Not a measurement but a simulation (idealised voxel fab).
The process module presented herein is designated voxel tone inversion.
Square cells of 5 nm make up the cross-section cut, whose width is 220 nm.
The cross-sections in this document take the form of a grid made of square cells. They are written out as bands, in order from top to bottom. Each band consists of one or more rows of cells.
For a band, the entry starts with two heights in nm, that of the top and then that of the bottom, and carries on with the band's materials in order from left to right, each alongside its width in nm; the word "edge to edge" beside a single material means it fills the band edge to edge, and "empty" means empty space.
Note: height 0 marks the level under which the wafer is uniformly one material as received. Lowest band unbounded below, written "0 down".
When a width is written as two numbers, as in "30..40", the first number is the width in the top row of cells of the band and the second is the width in its bottom row, and the width changes by the same amount from each row to the next.
The designation "no modifications", where it is given for a processing step, indicates that no cell of the cross-section was altered in the course of that step.
The label "Voids lacking openings" introduces a list of the empty spaces, 8 cells or larger, that have no open way up to the top; each entry in it reads width x height at distance, where the distance is taken from the left edge and all three are stated in nm.
Anything after a step's settings on that line? It's the simulator's own note about the step.
The line of a step may include "overlay nm". On a step with a mask, this value is how far to the right of its planned place the mask lay. A negative value means the mask lay to the left.
So here's the lineup of process steps we planned
1 RECEIVE,material Si
2 CONFORMAL_DEP,material SiCN,thk nm 10
3 DIRECTIONAL_DEP,material polySi,thk nm 15
4 PATTERN,tone cover,mask id POSTS,material resist,width nm 20,pitch nm 50,thk nm 20,overlay nm 0
5 DIRECTIONAL_ETCH,etch materials polySi,depth nm 15
6 STRIP,etch materials resist
7 FILL_DEP,material SiO2,thk nm 10
8 CMP,height nm 25
9 STRIP,etch materials polySi
10 CONFORMAL_DEP,material TiN,thk nm 5
11 FILL_DEP,material Ru,thk nm 5
12 CMP,height nm 25
13 CONFORMAL_DEP,material SiN,thk nm 5
The cross-section here shows the wafer as received, i.e. in its state after step 1
  0 down | Si edge to edge
  Voids lacking openings: none
Starting structure and process plan are as shown above, but one mistake was made in running the module; the wafer cross-section at the end of the module follows
  30 to 25 | SiN edge to edge
  25 to 15 | SiO2 45 nm; TiN 5 nm; Ru 20 nm; TiN 5 nm; SiO2 20 nm; TiN 5 nm; Ru 20 nm; TiN 5 nm; SiO2 20 nm; TiN 5 nm; Ru 20 nm; TiN 5 nm; SiO2 45 nm
  15 to 10 | SiO2 45 nm; TiN 30 nm; SiO2 20 nm; TiN 30 nm; SiO2 20 nm; TiN 30 nm; SiO2 45 nm
  10 to 0 | SiCN edge to edge
  0 down | Si edge to edge
  Voids lacking openings: none
The plan and the run diverged here: step 4 changed vs plan, executed as PATTERN,tone cover,mask id POSTS,material resist,width nm 30,pitch nm 50,thk nm 20,overlay nm 0
